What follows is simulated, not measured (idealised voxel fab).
Process module, titled voxel wiring stack
It is cross-section cut that appears here, measuring 145 nm in width, its square cells being 5 nm in size.
Heads up, the way a cross-section reads in here is a grid of square cells, handed over as bands from the top down, with every band being one or more rows of cells.
What a band's entry tells you: where the top is and where the bottom is, as heights in nm, and after that what lies inside, material by material from left to right, each with its width in nm. Empty space is written as the word "air", and a single material marked with the word "edge to edge" occupies the band from edge to edge.
Height datum 0, below which the as-received substrate wafer is one material. Lowest band open at the bottom, running downward: "top 0, no bottom".
Width spec "30 to 40" -> top row of cells at first value, bottom row at second value, equal per-row change in between.
"identical to before" after a step means that no cell of the cross-section changed.
"Fully enclosed voids": sealed empty spaces, 8 cells or more, no open way to top, listed width x height at distance, with distance from the left edge and width, height and distance in nm.
On each step's line, the part that comes after the settings is the simulator's own comment on the step.
overlay nm: how far to the right of its planned place the mask lay on this masked step (negative: to the left).
# Process steps (planned)
- 1: RECEIVE (material Si)
- 2: CONFORMAL_DEP (material SiO2; thk nm 10)
- 3: DIRECTIONAL_DEP (material TiN; thk nm 5)
- 4: DIRECTIONAL_DEP (material Ru; thk nm 20)
- 5: PATTERN (tone cover; mask id METAL_1; material resist; width nm 30; pitch nm 55; thk nm 20; overlay nm 0)
- 6: DIRECTIONAL_ETCH (etch materials Ru; depth nm 20)
- 7: DIRECTIONAL_ETCH (etch materials TiN; depth nm 5)
- 8: STRIP (etch materials resist)
- 9: CONFORMAL_DEP (material SiCN; thk nm 5)
- 10: FILL_DEP (material SiO2; thk nm 10)
- 11: CMP (height nm 35)
- 12: CONFORMAL_DEP (material SiCN; thk nm 5)
- 13: DIRECTIONAL_DEP (material SiO2; thk nm 10)
- 14: MASKED_ETCH (tone open; mask id PLUG_1; width nm 15; etch materials SiO2; depth nm 10; overlay nm 0)
- 15: MASKED_ETCH (tone open; mask id PLUG_1; width nm 15; etch materials SiCN; depth nm 5; overlay nm 0)
- 16: CONFORMAL_DEP (material TiN; thk nm 5)
- 17: FILL_DEP (material W; thk nm 10)
- 18: CMP (height nm 50)
- 19: CONFORMAL_DEP (material SiCN; thk nm 5)
- 20: DIRECTIONAL_DEP (material lowk; thk nm 20)
- 21: DIRECTIONAL_DEP (material aC; thk nm 10)
- 22: PATTERN (tone open; mask id METAL_2; material resist; width nm 30; pitch nm 55; thk nm 30; overlay nm 0)
- 23: DIRECTIONAL_ETCH (etch materials aC; depth nm 10)
- 24: STRIP (etch materials resist)
- 25: DIRECTIONAL_ETCH (etch materials lowk; depth nm 20)
- 26: DIRECTIONAL_ETCH (etch materials SiCN; depth nm 5)
- 27: STRIP (etch materials aC)
- 28: CONFORMAL_DEP (material TiN; thk nm 5)
- 29: FILL_DEP (material Cu; thk nm 5)
- 30: CMP (height nm 75)
- 31: CONFORMAL_DEP (material SiCN; thk nm 5)
- 32: DIRECTIONAL_DEP (material SiO2; thk nm 20)
- 33: DIRECTIONAL_DEP (material aC; thk nm 10)
- 34: PATTERN (tone open; mask id PLUG_2; material resist; width nm 15; pitch nm 55; thk nm 30; overlay nm 0)
- 35: DIRECTIONAL_ETCH (etch materials aC; depth nm 10)
- 36: STRIP (etch materials resist)
- 37: DIRECTIONAL_ETCH (etch materials SiO2; depth nm 20)
- 38: DIRECTIONAL_ETCH (etch materials SiCN; depth nm 5)
- 39: STRIP (etch materials aC)
- 40: CONFORMAL_DEP (material TiN; thk nm 5)
- 41: FILL_DEP (material W; thk nm 10)
- 42: CMP (height nm 100)
- 43: DIRECTIONAL_DEP (material TiN; thk nm 5)
- 44: DIRECTIONAL_DEP (material Ru; thk nm 25)
- 45: MASKED_ETCH (tone cover; mask id METAL_3; width nm 30; pitch nm 55; etch materials Ru; depth nm 25; overlay nm 0)
- 46: MASKED_ETCH (tone cover; mask id METAL_3; width nm 30; pitch nm 55; etch materials TiN; depth nm 5; overlay nm 0)
- 47: FILL_DEP (material SiO2; thk nm 10)
- 48: CMP (height nm 130)
- 49: CONFORMAL_DEP (material SiN; thk nm 5)
Wafers differ in thk nm at step 12; plan lists the first wafer's value; identical starting state.
# This is how the first of several wafers looked in cross-section when it arrived, which is after step 1
* top 0, no bottom: Si edge to edge
* Fully enclosed voids: none
# Basically each wafer gets a line in the table, showing it at the end of the module: material by material, the cells it gained (+) or lost (-) since we got it, then its closed voids
thk nm 5 | +32 Cu | +108 Ru | +99 SiCN | +29 SiN | +356 SiO2 | +81 TiN | +10 W | +68 lowk | Fully enclosed voids: none
thk nm 10 | +32 Cu | +108 Ru | +128 SiCN | +29 SiN | +330 SiO2 | +79 TiN | +9 W | +68 lowk | Fully enclosed voids: none
thk nm 15 | +32 Cu | +108 Ru | +157 SiCN | +29 SiN | +304 SiO2 | +77 TiN | +8 W | +68 lowk | Fully enclosed voids: none
thk nm 20 | +32 Cu | +108 Ru | +160 SiCN | +29 SiN | +304 SiO2 | +74 TiN | +8 W | +68 lowk | Fully enclosed voids: none
